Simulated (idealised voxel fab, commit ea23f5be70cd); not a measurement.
A process module follows: voxel transistor to metal.
Section shown: cut. Width: 185 nm. Cell size: 5 nm, square.
We lay out every cross-section as a grid of square cells and spell it out in bands from the top down, where one band means one or more rows of cells. Per band: top height and bottom height in nm, followed by the left-to-right materials and their widths in nm; "all across" marks a single material spanning edge to edge, "empty" marks empty space. We count height from 0. Below that, the starting wafer is all one material. The lowest band never ends at the bottom but goes on down; see "0 nm and below" for how that is written. Think of "30..40" as a width that walks from the first number to the second as you go down the band, top row to bottom row, taking equal-sized steps from row to row. Step note "no modification" = no cross-section cell changed. The list in "Non-vented voids" covers empty spaces of 8 cells or more that cannot reach the top through any open way, and it gives each as width x height at distance; the distance is from the left edge, and width, height and distance are in nm. It should be noted that, on the line of a given step, the content following the step's settings is a remark produced by the simulator itself with respect to that step. A step's line can hold "overlay nm"; with a mask on that step, the setting says how far right of the planned place the mask lay, while a negative setting says it lay to the left.

[plan]
1: RECEIVE, material Si
2: OXIDIZE, depth nm 5
3: CONFORMAL_DEP, material SiN, thk nm 10
4: PATTERN, tone cover, mask id ACTIVE, material resist, width nm 120, thk nm 15, overlay nm 0
5: DIRECTIONAL_ETCH, etch materials SiN, depth nm 10
6: DIRECTIONAL_ETCH, etch materials SiO2, depth nm 5
7: DIRECTIONAL_ETCH, etch materials Si, depth nm 25
8: STRIP, etch materials resist
9: OXIDIZE, depth nm 5
10: FILL_DEP, material SiO2, thk nm 15
11: CMP, height nm 10
12: SELECTIVE_ETCH, etch materials SiO2, depth nm 10
13: STRIP, etch materials SiN
14: SELECTIVE_ETCH, etch materials SiO2, depth nm 5
15: OXIDIZE, depth nm 5
16: DIRECTIONAL_DEP, material polySi, thk nm 25
17: DIRECTIONAL_DEP, material SiCN, thk nm 15
18: PATTERN, tone cover, mask id GATE, material resist, width nm 30, thk nm 15, overlay nm 0
19: DIRECTIONAL_ETCH, etch materials SiCN, depth nm 25
20: DIRECTIONAL_ETCH, etch materials polySi, depth nm 35
21: STRIP, etch materials resist
22: CONFORMAL_DEP, material SiO2, thk nm 5
23: DIRECTIONAL_ETCH, etch materials SiO2, depth nm 5
24: CONFORMAL_DEP, material SiN, thk nm 5
25: DIRECTIONAL_ETCH, etch materials SiN, depth nm 5
26: DIRECTIONAL_ETCH, etch materials SiO2, depth nm 5
27: DIRECTIONAL_ETCH, etch materials Si, depth nm 5
28: EPI, material nSi, thk nm 10
29: FILL_DEP, material SiO2, thk nm 10
30: CMP, height nm 20
31: STRIP, etch materials polySi
32: SELECTIVE_ETCH, etch materials SiO2, depth nm 5
33: CONFORMAL_DEP, material HfO2, thk nm 5
34: CONFORMAL_DEP, material TiN, thk nm 5
35: FILL_DEP, material W, thk nm 5
36: CMP, height nm 15
37: DIRECTIONAL_DEP, material SiO2, thk nm 10
38: DIRECTIONAL_DEP, material aC, thk nm 15
39: PATTERN, tone open, mask id CONTACT, material resist, width nm 20, pitch nm 90, thk nm 30, overlay nm 0
40: DIRECTIONAL_ETCH, etch materials aC, depth nm 15
41: STRIP, etch materials resist
42: DIRECTIONAL_ETCH, etch materials SiO2, depth nm 30
43: STRIP, etch materials aC
44: CONFORMAL_DEP, material TiN, thk nm 5
45: FILL_DEP, material Ru, thk nm 10
46: CMP, height nm 25
47: CONFORMAL_DEP, material SiN, thk nm 5
48: DIRECTIONAL_DEP, material lowk, thk nm 20
49: MASKED_ETCH, tone open, mask id METAL_1, width nm 20, pitch nm 90, etch materials lowk, depth nm 20, overlay nm 0
50: MASKED_ETCH, tone open, mask id METAL_1, width nm 20, pitch nm 90, etch materials SiN, depth nm 5, overlay nm 0
51: CONFORMAL_DEP, material TiN, thk nm 5
52: FILL_DEP, material W, thk nm 10
53: CMP, height nm 50
54: EPI, material Ru, thk nm 5
55: FILL_DEP, material SiCN, thk nm 5
56: DIRECTIONAL_DEP, material lowk, thk nm 30
57: PATTERN, tone open, mask id METAL_2_HOLES, material resist, width nm 15, pitch nm 90, thk nm 20, overlay nm 0
58: DIRECTIONAL_ETCH, etch materials lowk, depth nm 30
59: STRIP, etch materials resist
60: PATTERN, tone open, mask id METAL_2, material resist, width nm 20, pitch nm 90, thk nm 15, overlay nm 0
61: DIRECTIONAL_ETCH, etch materials lowk, depth nm 20
62: DIRECTIONAL_ETCH, etch materials SiCN, depth nm 5
63: STRIP, etch materials resist
64: CONFORMAL_DEP, material TiN, thk nm 5
65: FILL_DEP, material Cu, thk nm 10
66: CMP, height nm 90
67: CONFORMAL_DEP, material SiN, thk nm 5

[The first wafer of two, processed as planned]

[Cross-section of the incoming wafer, state after step 1]
* 0 nm and below: Si all across
* Non-vented voids: none

[Cross-section of the wafer after step 2]
* 0 nm to -5 nm: SiO2 all across
* below -5: unchanged

[Cross-section of the wafer after step 3]
* 10 nm to 0 nm: SiN all across
* below 0: unchanged

[Cross-section of the wafer after step 4]
* 25 nm to 10 nm: empty 30, then resist 120, then empty 35
* below 10: unchanged

[Cross-section of the wafer after step 5]
* 25 nm to 10 nm: empty 30, then resist 120, then empty 35
* 10 nm to 0 nm: empty 30, then SiN 120, then empty 35
* below 0: unchanged

[Cross-section of the wafer after step 6]
* 25 nm to 10 nm: empty 30, then resist 120, then empty 35
* 10 nm to 0 nm: empty 30, then SiN 120, then empty 35
* 0 nm to -5 nm: empty 30, then SiO2 120, then empty 35
* below -5: unchanged

[Cross-section of the wafer after step 7]
* 25 nm to 10 nm: empty 30, then resist 120, then empty 35
* 10 nm to 0 nm: empty 30, then SiN 120, then empty 35
* 0 nm to -5 nm: empty 30, then SiO2 120, then empty 35
* -5 nm to -30 nm: empty 30, then Si 120, then empty 35
* below -30: unchanged

[Cross-section of the wafer after step 8]
* 10 nm to 0 nm: empty 30, then SiN 120, then empty 35
* below 0: unchanged

[Cross-section of the wafer after step 9]
* 10 nm to 0 nm: empty 30, then SiN 120, then empty 35
* 0 nm to -5 nm: empty 30, then SiO2 120, then empty 35
* -5 nm to -30 nm: empty 30, then SiO2 5, then Si 110, then SiO2 5, then empty 35
* -30 nm to -35 nm: SiO2 35, then Si 110, then SiO2 40
* below -35: unchanged

[Cross-section of the wafer after step 10]
* 25 nm to 10 nm: SiO2 all across
* 10 nm to 0 nm: SiO2 30, then SiN 120, then SiO2 35
* 0 nm to -5 nm: SiO2 all across
* -5 nm to -35 nm: SiO2 35, then Si 110, then SiO2 40
* below -35: unchanged

[Cross-section of the wafer after step 11]
* 10 nm to 0 nm: SiO2 30, then SiN 120, then SiO2 35
* below 0: unchanged

[Cross-section of the wafer after step 12]
* 10 nm to 0 nm: empty 30, then SiN 120, then empty 35
* below 0: unchanged

[Cross-section of the wafer after step 13]
* 0 nm to -5 nm: SiO2 all across
* below -5: unchanged

[Cross-section of the wafer after step 14]
* -5 nm to -35 nm: SiO2 35, then Si 110, then SiO2 40
* below -35: unchanged

[Cross-section of the wafer after step 15]
* -5 nm to -10 nm: SiO2 all across
* below -10: unchanged

[Cross-section of the wafer after step 16]
* 20 nm to -5 nm: polySi all across
* below -5: unchanged

[Cross-section of the wafer after step 17]
* 35 nm to 20 nm: SiCN all across
* below 20: unchanged

[Cross-section of the wafer after step 18]
* 50 nm to 35 nm: empty 75, then resist 30, then empty 80
* below 35: unchanged

[Cross-section of the wafer after step 19]
* 50 nm to 35 nm: empty 75, then resist 30, then empty 80
* 35 nm to 20 nm: empty 75, then SiCN 30, then empty 80
* below 20: unchanged

[Cross-section of the wafer after step 20]
* 50 nm to 35 nm: empty 75, then resist 30, then empty 80
* 35 nm to 20 nm: empty 75, then SiCN 30, then empty 80
* 20 nm to -5 nm: empty 75, then polySi 30, then empty 80
* below -5: unchanged

[Cross-section of the wafer after step 21]
* 35 nm to 20 nm: empty 75, then SiCN 30, then empty 80
* below 20: unchanged

[Cross-section of the wafer after step 22]
* 40 nm to 35 nm: empty 70, then SiO2 40, then empty 75
* 35 nm to 20 nm: empty 70, then SiO2 5, then SiCN 30, then SiO2 5, then empty 75
* 20 nm to 0 nm: empty 70, then SiO2 5, then polySi 30, then SiO2 5, then empty 75
* 0 nm to -5 nm: SiO2 75, then polySi 30, then SiO2 80
* below -5: unchanged

[Cross-section of the wafer after step 23]
* 35 nm to 20 nm: empty 70, then SiO2 5, then SiCN 30, then SiO2 5, then empty 75
* 20 nm to -5 nm: empty 70, then SiO2 5, then polySi 30, then SiO2 5, then empty 75
* below -5: unchanged

[Cross-section of the wafer after step 24]
* 40 nm to 35 nm: empty 65, then SiN 50, then empty 70
* 35 nm to 20 nm: empty 65, then SiN 5, then SiO2 5, then SiCN 30, then SiO2 5, then SiN 5, then empty 70
* 20 nm to 0 nm: empty 65, then SiN 5, then SiO2 5, then polySi 30, then SiO2 5, then SiN 5, then empty 70
* 0 nm to -5 nm: SiN 70, then SiO2 5, then polySi 30, then SiO2 5, then SiN 75
* below -5: unchanged

[Cross-section of the wafer after step 25]
* 35 nm to 20 nm: empty 65, then SiN 5, then SiO2 5, then SiCN 30, then SiO2 5, then SiN 5, then empty 70
* 20 nm to -5 nm: empty 65, then SiN 5, then SiO2 5, then polySi 30, then SiO2 5, then SiN 5, then empty 70
* below -5: unchanged

[Cross-section of the wafer after step 26]
* 35 nm to 30 nm: empty 65, then SiN 5, then empty 5, then SiCN 30, then empty 5, then SiN 5, then empty 70
* 30 nm to 20 nm: empty 65, then SiN 5, then SiO2 5, then SiCN 30, then SiO2 5, then SiN 5, then empty 70
* 20 nm to -5 nm: empty 65, then SiN 5, then SiO2 5, then polySi 30, then SiO2 5, then SiN 5, then empty 70
* -5 nm to -10 nm: empty 65, then SiO2 50, then empty 70
* below -10: unchanged

[Cross-section of the wafer after step 27]
* 35 nm to 30 nm: empty 65, then SiN 5, then empty 5, then SiCN 30, then empty 5, then SiN 5, then empty 70
* 30 nm to 20 nm: empty 65, then SiN 5, then SiO2 5, then SiCN 30, then SiO2 5, then SiN 5, then empty 70
* 20 nm to -5 nm: empty 65, then SiN 5, then SiO2 5, then polySi 30, then SiO2 5, then SiN 5, then empty 70
* -5 nm to -10 nm: empty 65, then SiO2 50, then empty 70
* -10 nm to -15 nm: SiO2 35, then empty 30, then Si 50, then empty 30, then SiO2 40
* below -15: unchanged

[Cross-section of the wafer after step 28]
* 35 nm to 30 nm: empty 65, then SiN 5, then empty 5, then SiCN 30, then empty 5, then SiN 5, then empty 70
* 30 nm to 20 nm: empty 65, then SiN 5, then SiO2 5, then SiCN 30, then SiO2 5, then SiN 5, then empty 70
* 20 nm to 0 nm: empty 65, then SiN 5, then SiO2 5, then polySi 30, then SiO2 5, then SiN 5, then empty 70
* 0 nm to -5 nm: empty 55, then nSi 10, then SiN 5, then SiO2 5, then polySi 30, then SiO2 5, then SiN 5, then nSi 10, then empty 60
* -5 nm to -10 nm: empty 30, then nSi 35, then SiO2 50, then nSi 35, then empty 35
* -10 nm to -15 nm: SiO2 35, then nSi 30, then Si 50, then nSi 30, then SiO2 40
* below -15: unchanged

[Cross-section of the wafer after step 29]
* 45 nm to 35 nm: SiO2 all across
* 35 nm to 20 nm: SiO2 65, then SiN 5, then SiO2 5, then SiCN 30, then SiO2 5, then SiN 5, then SiO2 70
* 20 nm to 0 nm: SiO2 65, then SiN 5, then SiO2 5, then polySi 30, then SiO2 5, then SiN 5, then SiO2 70
* 0 nm to -5 nm: SiO2 55, then nSi 10, then SiN 5, then SiO2 5, then polySi 30, then SiO2 5, then SiN 5, then nSi 10, then SiO2 60
* -5 nm to -10 nm: SiO2 30, then nSi 35, then SiO2 50, then nSi 35, then SiO2 35
* below -10: unchanged

[Cross-section of the wafer after step 30]
* 20 nm to 0 nm: SiO2 65, then SiN 5, then SiO2 5, then polySi 30, then SiO2 5, then SiN 5, then SiO2 70
* below 0: unchanged

[Cross-section of the wafer after step 31]
* 20 nm to 0 nm: SiO2 65, then SiN 5, then SiO2 5, then empty 30, then SiO2 5, then SiN 5, then SiO2 70
* 0 nm to -5 nm: SiO2 55, then nSi 10, then SiN 5, then SiO2 5, then empty 30, then SiO2 5, then SiN 5, then nSi 10, then SiO2 60
* below -5: unchanged

[Cross-section of the wafer after step 32]
* 20 nm to 15 nm: empty 65, then SiN 5, then empty 40, then SiN 5, then empty 70
* 15 nm to 0 nm: SiO2 65, then SiN 5, then empty 40, then SiN 5, then SiO2 70
* 0 nm to -5 nm: SiO2 55, then nSi 10, then SiN 5, then empty 40, then SiN 5, then nSi 10, then SiO2 60
* -5 nm to -10 nm: SiO2 30, then nSi 35, then SiO2 5, then empty 40, then SiO2 5, then nSi 35, then SiO2 35
* below -10: unchanged

[Cross-section of the wafer after step 33]
* 25 nm to 20 nm: empty 60, then HfO2 15, then empty 30, then HfO2 15, then empty 65
* 20 nm to 15 nm: HfO2 65, then SiN 5, then HfO2 5, then empty 30, then HfO2 5, then SiN 5, then HfO2 70
* 15 nm to 0 nm: SiO2 65, then SiN 5, then HfO2 5, then empty 30, then HfO2 5, then SiN 5, then SiO2 70
* 0 nm to -5 nm: SiO2 55, then nSi 10, then SiN 5, then HfO2 5, then empty 30, then HfO2 5, then SiN 5, then nSi 10, then SiO2 60
* -5 nm to -10 nm: SiO2 30, then nSi 35, then SiO2 5, then HfO2 40, then SiO2 5, then nSi 35, then SiO2 35
* below -10: unchanged

[Cross-section of the wafer after step 34]
* 30 nm to 25 nm: empty 55, then TiN 25, then empty 20, then TiN 25, then empty 60
* 25 nm to 20 nm: TiN 60, then HfO2 15, then TiN 5, then empty 20, then TiN 5, then HfO2 15, then TiN 65
* 20 nm to 15 nm: HfO2 65, then SiN 5, then HfO2 5, then TiN 5, then empty 20, then TiN 5, then HfO2 5, then SiN 5, then HfO2 70
* 15 nm to 0 nm: SiO2 65, then SiN 5, then HfO2 5, then TiN 5, then empty 20, then TiN 5, then HfO2 5, then SiN 5, then SiO2 70
* 0 nm to -5 nm: SiO2 55, then nSi 10, then SiN 5, then HfO2 5, then TiN 30, then HfO2 5, then SiN 5, then nSi 10, then SiO2 60
* below -5: unchanged

[Cross-section of the wafer after step 35]
* 35 nm to 30 nm: W all across
* 30 nm to 25 nm: W 55, then TiN 25, then W 20, then TiN 25, then W 60
* 25 nm to 20 nm: TiN 60, then HfO2 15, then TiN 5, then W 20, then TiN 5, then HfO2 15, then TiN 65
* 20 nm to 15 nm: HfO2 65, then SiN 5, then HfO2 5, then TiN 5, then W 20, then TiN 5, then HfO2 5, then SiN 5, then HfO2 70
* 15 nm to 0 nm: SiO2 65, then SiN 5, then HfO2 5, then TiN 5, then W 20, then TiN 5, then HfO2 5, then SiN 5, then SiO2 70
* below 0: unchanged

[Cross-section of the wafer after step 36]
* 15 nm to 0 nm: SiO2 65, then SiN 5, then HfO2 5, then TiN 5, then W 20, then TiN 5, then HfO2 5, then SiN 5, then SiO2 70
* below 0: unchanged

[Cross-section of the wafer after step 37]
* 25 nm to 15 nm: SiO2 all across
* below 15: unchanged

[Cross-section of the wafer after step 38]
* 40 nm to 25 nm: aC all across
* below 25: unchanged

[Cross-section of the wafer after step 39]
* 70 nm to 40 nm: resist 35, then empty 20, then resist 70, then empty 20, then resist 40
* below 40: unchanged

[Cross-section of the wafer after step 40]
* 55 nm to 40 nm: resist 35, then empty 20, then resist 70, then empty 20, then resist 40
* 40 nm to 25 nm: aC 35, then empty 20, then aC 70, then empty 20, then aC 40
* below 25: unchanged

[Cross-section of the wafer after step 41]
* 40 nm to 25 nm: aC 35, then empty 20, then aC 70, then empty 20, then aC 40
* below 25: unchanged

[Cross-section of the wafer after step 42]
* 40 nm to 25 nm: aC 35, then empty 20, then aC 70, then empty 20, then aC 40
* 25 nm to 15 nm: SiO2 35, then empty 20, then SiO2 70, then empty 20, then SiO2 40
* 15 nm to 0 nm: SiO2 35, then empty 20, then SiO2 10, then SiN 5, then HfO2 5, then TiN 5, then W 20, then TiN 5, then HfO2 5, then SiN 5, then SiO2 10, then empty 20, then SiO2 40
* 0 nm to -5 nm: SiO2 35, then empty 20, then nSi 10, then SiN 5, then HfO2 5, then TiN 30, then HfO2 5, then SiN 5, then nSi 10, then empty 20, then SiO2 40
* below -5: unchanged

[Cross-section of the wafer after step 43]
* 25 nm to 15 nm: SiO2 35, then empty 20, then SiO2 70, then empty 20, then SiO2 40
* below 15: unchanged

[Cross-section of the wafer after step 44]
* 30 nm to 25 nm: TiN 40, then empty 10, then TiN 80, then empty 10, then TiN 45
* 25 nm to 15 nm: SiO2 35, then TiN 5, then empty 10, then TiN 5, then SiO2 70, then TiN 5, then empty 10, then TiN 5, then SiO2 40
* 15 nm to 0 nm: SiO2 35, then TiN 5, then empty 10, then TiN 5, then SiO2 10, then SiN 5, then HfO2 5, then TiN 5, then W 20, then TiN 5, then HfO2 5, then SiN 5, then SiO2 10, then TiN 5, then empty 10, then TiN 5, then SiO2 40
* 0 nm to -5 nm: SiO2 35, then TiN 20, then nSi 10, then SiN 5, then HfO2 5, then TiN 30, then HfO2 5, then SiN 5, then nSi 10, then TiN 20, then SiO2 40
* below -5: unchanged

[Cross-section of the wafer after step 45]
* 40 nm to 30 nm: Ru all across
* 30 nm to 25 nm: TiN 40, then Ru 10, then TiN 80, then Ru 10, then TiN 45
* 25 nm to 15 nm: SiO2 35, then TiN 5, then Ru 10, then TiN 5, then SiO2 70, then TiN 5, then Ru 10, then TiN 5, then SiO2 40
* 15 nm to 0 nm: SiO2 35, then TiN 5, then Ru 10, then TiN 5, then SiO2 10, then SiN 5, then HfO2 5, then TiN 5, then W 20, then TiN 5, then HfO2 5, then SiN 5, then SiO2 10, then TiN 5, then Ru 10, then TiN 5, then SiO2 40
* below 0: unchanged

[Cross-section of the wafer after step 46]
* 25 nm to 15 nm: SiO2 35, then TiN 5, then Ru 10, then TiN 5, then SiO2 70, then TiN 5, then Ru 10, then TiN 5, then SiO2 40
* below 15: unchanged

[Cross-section of the wafer after step 47]
* 30 nm to 25 nm: SiN all across
* below 25: unchanged

[Cross-section of the wafer after step 48]
* 50 nm to 30 nm: lowk all across
* below 30: unchanged

[Cross-section of the wafer after step 49]
* 50 nm to 30 nm: lowk 35, then empty 20, then lowk 70, then empty 20, then lowk 40
* below 30: unchanged

[Cross-section of the wafer after step 50]
* 50 nm to 30 nm: lowk 35, then empty 20, then lowk 70, then empty 20, then lowk 40
* 30 nm to 25 nm: SiN 35, then empty 20, then SiN 70, then empty 20, then SiN 40
* below 25: unchanged

[Cross-section of the wafer after step 51]
* 55 nm to 50 nm: TiN 40, then empty 10, then TiN 80, then empty 10, then TiN 45
* 50 nm to 30 nm: lowk 35, then TiN 5, then empty 10, then TiN 5, then lowk 70, then TiN 5, then empty 10, then TiN 5, then lowk 40
* 30 nm to 25 nm: SiN 35, then TiN 20, then SiN 70, then TiN 20, then SiN 40
* below 25: unchanged

[Cross-section of the wafer after step 52]
* 65 nm to 55 nm: W all across
* 55 nm to 50 nm: TiN 40, then W 10, then TiN 80, then W 10, then TiN 45
* 50 nm to 30 nm: lowk 35, then TiN 5, then W 10, then TiN 5, then lowk 70, then TiN 5, then W 10, then TiN 5, then lowk 40
* below 30: unchanged

[Cross-section of the wafer after step 53]
* 50 nm to 30 nm: lowk 35, then TiN 5, then W 10, then TiN 5, then lowk 70, then TiN 5, then W 10, then TiN 5, then lowk 40
* below 30: unchanged

[Cross-section of the wafer after step 54]
* 55 nm to 50 nm: empty 30, then Ru 30, then empty 60, then Ru 30, then empty 35
* below 50: unchanged

[Cross-section of the wafer after step 55]
* 60 nm to 55 nm: SiCN all across
* 55 nm to 50 nm: SiCN 30, then Ru 30, then SiCN 60, then Ru 30, then SiCN 35
* below 50: unchanged

[Cross-section of the wafer after step 56]
* 90 nm to 60 nm: lowk all across
* below 60: unchanged

[Cross-section of the wafer after step 57]
* 110 nm to 90 nm: resist 35, then empty 15, then resist 75, then empty 15, then resist 45
* below 90: unchanged

[Cross-section of the wafer after step 58]
* 110 nm to 90 nm: resist 35, then empty 15, then resist 75, then empty 15, then resist 45
* 90 nm to 60 nm: lowk 35, then empty 15, then lowk 75, then empty 15, then lowk 45
* below 60: unchanged

[Cross-section of the wafer after step 59]
* 90 nm to 60 nm: lowk 35, then empty 15, then lowk 75, then empty 15, then lowk 45
* below 60: unchanged

[Cross-section of the wafer after step 60]
* 105 nm to 90 nm: resist 35, then empty 20, then resist 70, then empty 20, then resist 40
* below 90: unchanged

[Cross-section of the wafer after step 61]
* 105 nm to 90 nm: resist 35, then empty 20, then resist 70, then empty 20, then resist 40
* 90 nm to 70 nm: lowk 35, then empty 20, then lowk 70, then empty 20, then lowk 40
* below 70: unchanged

[Cross-section of the wafer after step 62]
* 105 nm to 90 nm: resist 35, then empty 20, then resist 70, then empty 20, then resist 40
* 90 nm to 70 nm: lowk 35, then empty 20, then lowk 70, then empty 20, then lowk 40
* 70 nm to 60 nm: lowk 35, then empty 15, then lowk 75, then empty 15, then lowk 45
* 60 nm to 55 nm: SiCN 35, then empty 15, then SiCN 75, then empty 15, then SiCN 45
* below 55: unchanged

[Cross-section of the wafer after step 63]
* 90 nm to 70 nm: lowk 35, then empty 20, then lowk 70, then empty 20, then lowk 40
* below 70: unchanged

[Cross-section of the wafer after step 64]
* 95 nm to 90 nm: TiN 40, then empty 10, then TiN 80, then empty 10, then TiN 45
* 90 nm to 75 nm: lowk 35, then TiN 5, then empty 10, then TiN 5, then lowk 70, then TiN 5, then empty 10, then TiN 5, then lowk 40
* 75 nm to 70 nm: lowk 35, then TiN 5, then empty 5, then TiN 10, then lowk 70, then TiN 5, then empty 5, then TiN 10, then lowk 40
* 70 nm to 60 nm: lowk 35, then TiN 5, then empty 5, then TiN 5, then lowk 75, then TiN 5, then empty 5, then TiN 5, then lowk 45
* 60 nm to 55 nm: SiCN 35, then TiN 15, then SiCN 75, then TiN 15, then SiCN 45
* below 55: unchanged

[Cross-section of the wafer after step 65]
* 105 nm to 95 nm: Cu all across
* 95 nm to 90 nm: TiN 40, then Cu 10, then TiN 80, then Cu 10, then TiN 45
* 90 nm to 75 nm: lowk 35, then TiN 5, then Cu 10, then TiN 5, then lowk 70, then TiN 5, then Cu 10, then TiN 5, then lowk 40
* 75 nm to 70 nm: lowk 35, then TiN 5, then Cu 5, then TiN 10, then lowk 70, then TiN 5, then Cu 5, then TiN 10, then lowk 40
* 70 nm to 60 nm: lowk 35, then TiN 5, then Cu 5, then TiN 5, then lowk 75, then TiN 5, then Cu 5, then TiN 5, then lowk 45
* below 60: unchanged

[Cross-section of the wafer after step 66]
* 90 nm to 75 nm: lowk 35, then TiN 5, then Cu 10, then TiN 5, then lowk 70, then TiN 5, then Cu 10, then TiN 5, then lowk 40
* below 75: unchanged

[Cross-section of the wafer after step 67]
* 95 nm to 90 nm: SiN all across
* below 90: unchanged

[Companion wafer, the second of two: same beginning, same intended sequence, one mistake in carrying it out; through step 48 inclusive it tracks the first exactly]

[Second wafer, section view, time point: scheduled end of step 49]
* 50 nm to 30 nm: lowk 35, then empty 25, then lowk 65, then empty 25, then lowk 35
* below 30: unchanged

[Second wafer, section view, time point: scheduled end of step 50]
* 50 nm to 30 nm: lowk 35, then empty 25, then lowk 65, then empty 25, then lowk 35
* 30 nm to 25 nm: SiN 35, then empty 20, then SiN 70, then empty 20, then SiN 40
* below 25: unchanged

[Second wafer, section view, time point: scheduled end of step 51]
* 55 nm to 50 nm: TiN 40, then empty 15, then TiN 75, then empty 15, then TiN 40
* 50 nm to 35 nm: lowk 35, then TiN 5, then empty 15, then TiN 5, then lowk 65, then TiN 5, then empty 15, then TiN 5, then lowk 35
* 35 nm to 30 nm: lowk 35, then TiN 5, then empty 10, then TiN 10, then lowk 65, then TiN 5, then empty 10, then TiN 10, then lowk 35
* 30 nm to 25 nm: SiN 35, then TiN 20, then SiN 70, then TiN 20, then SiN 40
* below 25: unchanged

[Second wafer, section view, time point: scheduled end of step 52]
* 65 nm to 55 nm: W all across
* 55 nm to 50 nm: TiN 40, then W 15, then TiN 75, then W 15, then TiN 40
* 50 nm to 35 nm: lowk 35, then TiN 5, then W 15, then TiN 5, then lowk 65, then TiN 5, then W 15, then TiN 5, then lowk 35
* 35 nm to 30 nm: lowk 35, then TiN 5, then W 10, then TiN 10, then lowk 65, then TiN 5, then W 10, then TiN 10, then lowk 35
* below 30: unchanged

[Second wafer, section view, time point: scheduled end of step 53]
* 50 nm to 35 nm: lowk 35, then TiN 5, then W 15, then TiN 5, then lowk 65, then TiN 5, then W 15, then TiN 5, then lowk 35
* below 35: unchanged

[Second wafer, section view, time point: scheduled end of step 54]
* 55 nm to 50 nm: empty 30, then Ru 35, then empty 55, then Ru 35, then empty 30
* below 50: unchanged

[Second wafer, section view, time point: scheduled end of step 55]
* 60 nm to 55 nm: SiCN all across
* 55 nm to 50 nm: SiCN 30, then Ru 35, then SiCN 55, then Ru 35, then SiCN 30
* below 50: unchanged

[Second wafer, section view, time point: scheduled end of step 56]
* 90 nm to 60 nm: lowk all across
* below 60: unchanged

[Second wafer, section view, time point: scheduled end of step 57]
* 110 nm to 90 nm: resist 35, then empty 15, then resist 75, then empty 15, then resist 45
* below 90: unchanged

[Second wafer, section view, time point: scheduled end of step 58]
* 110 nm to 90 nm: resist 35, then empty 15, then resist 75, then empty 15, then resist 45
* 90 nm to 60 nm: lowk 35, then empty 15, then lowk 75, then empty 15, then lowk 45
* below 60: unchanged

[Second wafer, section view, time point: scheduled end of step 59]
* 90 nm to 60 nm: lowk 35, then empty 15, then lowk 75, then empty 15, then lowk 45
* below 60: unchanged

[Second wafer, section view, time point: scheduled end of step 60]
* 105 nm to 90 nm: resist 35, then empty 20, then resist 70, then empty 20, then resist 40
* below 90: unchanged

[Second wafer, section view, time point: scheduled end of step 61]
* 105 nm to 90 nm: resist 35, then empty 20, then resist 70, then empty 20, then resist 40
* 90 nm to 70 nm: lowk 35, then empty 20, then lowk 70, then empty 20, then lowk 40
* below 70: unchanged

[Second wafer, section view, time point: scheduled end of step 62]
* 105 nm to 90 nm: resist 35, then empty 20, then resist 70, then empty 20, then resist 40
* 90 nm to 70 nm: lowk 35, then empty 20, then lowk 70, then empty 20, then lowk 40
* 70 nm to 60 nm: lowk 35, then empty 15, then lowk 75, then empty 15, then lowk 45
* 60 nm to 55 nm: SiCN 35, then empty 15, then SiCN 75, then empty 15, then SiCN 45
* below 55: unchanged

[Second wafer, section view, time point: scheduled end of step 63]
* 90 nm to 70 nm: lowk 35, then empty 20, then lowk 70, then empty 20, then lowk 40
* below 70: unchanged

[Second wafer, section view, time point: scheduled end of step 64]
* 95 nm to 90 nm: TiN 40, then empty 10, then TiN 80, then empty 10, then TiN 45
* 90 nm to 75 nm: lowk 35, then TiN 5, then empty 10, then TiN 5, then lowk 70, then TiN 5, then empty 10, then TiN 5, then lowk 40
* 75 nm to 70 nm: lowk 35, then TiN 5, then empty 5, then TiN 10, then lowk 70, then TiN 5, then empty 5, then TiN 10, then lowk 40
* 70 nm to 60 nm: lowk 35, then TiN 5, then empty 5, then TiN 5, then lowk 75, then TiN 5, then empty 5, then TiN 5, then lowk 45
* 60 nm to 55 nm: SiCN 35, then TiN 15, then SiCN 75, then TiN 15, then SiCN 45
* below 55: unchanged

[Second wafer, section view, time point: scheduled end of step 65]
* 105 nm to 95 nm: Cu all across
* 95 nm to 90 nm: TiN 40, then Cu 10, then TiN 80, then Cu 10, then TiN 45
* 90 nm to 75 nm: lowk 35, then TiN 5, then Cu 10, then TiN 5, then lowk 70, then TiN 5, then Cu 10, then TiN 5, then lowk 40
* 75 nm to 70 nm: lowk 35, then TiN 5, then Cu 5, then TiN 10, then lowk 70, then TiN 5, then Cu 5, then TiN 10, then lowk 40
* 70 nm to 60 nm: lowk 35, then TiN 5, then Cu 5, then TiN 5, then lowk 75, then TiN 5, then Cu 5, then TiN 5, then lowk 45
* below 60: unchanged

[Second wafer, section view, time point: scheduled end of step 66]
* 90 nm to 75 nm: lowk 35, then TiN 5, then Cu 10, then TiN 5, then lowk 70, then TiN 5, then Cu 10, then TiN 5, then lowk 40
* below 75: unchanged

[Second wafer, section view, time point: scheduled end of step 67]
* 95 nm to 90 nm: SiN all across
* below 90: unchanged
Plan not followed: step 49 changed vs plan, executed as MASKED_ETCH, tone open, mask id METAL_1, width nm 25, pitch nm 90, etch materials lowk, depth nm 20, overlay nm 0
FYI, end of process, the second wafer has more or fewer cells of some materials than the first: +2 Ru; -2 SiCN; +2 TiN; +6 W; -8 lowk
